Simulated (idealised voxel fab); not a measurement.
Process module in this document: voxel tone inversion
The cross-section on display is named cut; it measures 170 nm wide, and its cells are 5 nm squares.
Throughout this document, each cross-section is represented as a grid of square cells and is presented as a sequence of bands enumerated from the top downward, where a band comprises one or more rows of cells.
A band entry consists of two parts. The first gives the height of the band's top and the height of its bottom, in nm. The rest lists the band's materials from left to right, each with its width in nm. A single material labelled with the word "full width" fills the band from edge to edge, and the word "air" marks empty space.
Height datum 0, below which the as-received substrate wafer is one material. Lowest band open at the bottom, running downward: "z 0 and below".
Note: "30->40" means the width goes from the first number (top row of the band) to the second number (bottom row) in equal steps per row of cells.
Step marked "left unchanged"? Then no cell in the cross-section changed in it.
Reported under the label "Closed cavities" are the empty spaces having no open way to the top and comprising 8 cells or more; the notation for each is width x height at distance, in which the distance is measured from the left edge and all three values are in nm.
Anything after a step's settings on that line? It's the simulator's own note about the step.
overlay nm: right-of-plan distance of the mask on a masked step; negative values mean left-of-plan.
-- Process steps (planned)
1 RECEIVE, material Si
2 CONFORMAL_DEP, material SiN, thk nm 5
3 DIRECTIONAL_DEP, material aC, thk nm 25
4 PATTERN, tone cover, mask id POSTS, material resist, width nm 15, pitch nm 40, thk nm 35, overlay nm 0
5 DIRECTIONAL_ETCH, etch materials aC, depth nm 25
6 STRIP, etch materials resist
7 FILL_DEP, material SiO2, thk nm 5
8 CMP, height nm 20
9 STRIP, etch materials aC
Don't read the plan's height nm for step 8 as applying to every wafer: that's the first wafer's value, and the wafers differ in it, though they all start identical.
-- Step 1 complete: as-received cross-section of the first of several wafers
  z 0 and below  Si full width
  Closed cavities: none
-- Note: the following table is arranged by wafer, a row apiece. Each row reports the end-of-module state: per material, cells gained (+) or cells lost (-) compared with the wafer as received; closed voids follow
height nm 20, +34 SiN, +66 SiO2, Closed cavities: none
height nm 25, +34 SiN, +88 SiO2, Closed cavities: none
height nm 30, +34 SiN, +110 SiO2, Closed cavities: none
height nm 35, +34 SiN, +144 SiO2, +60 aC, Closed cavities: none
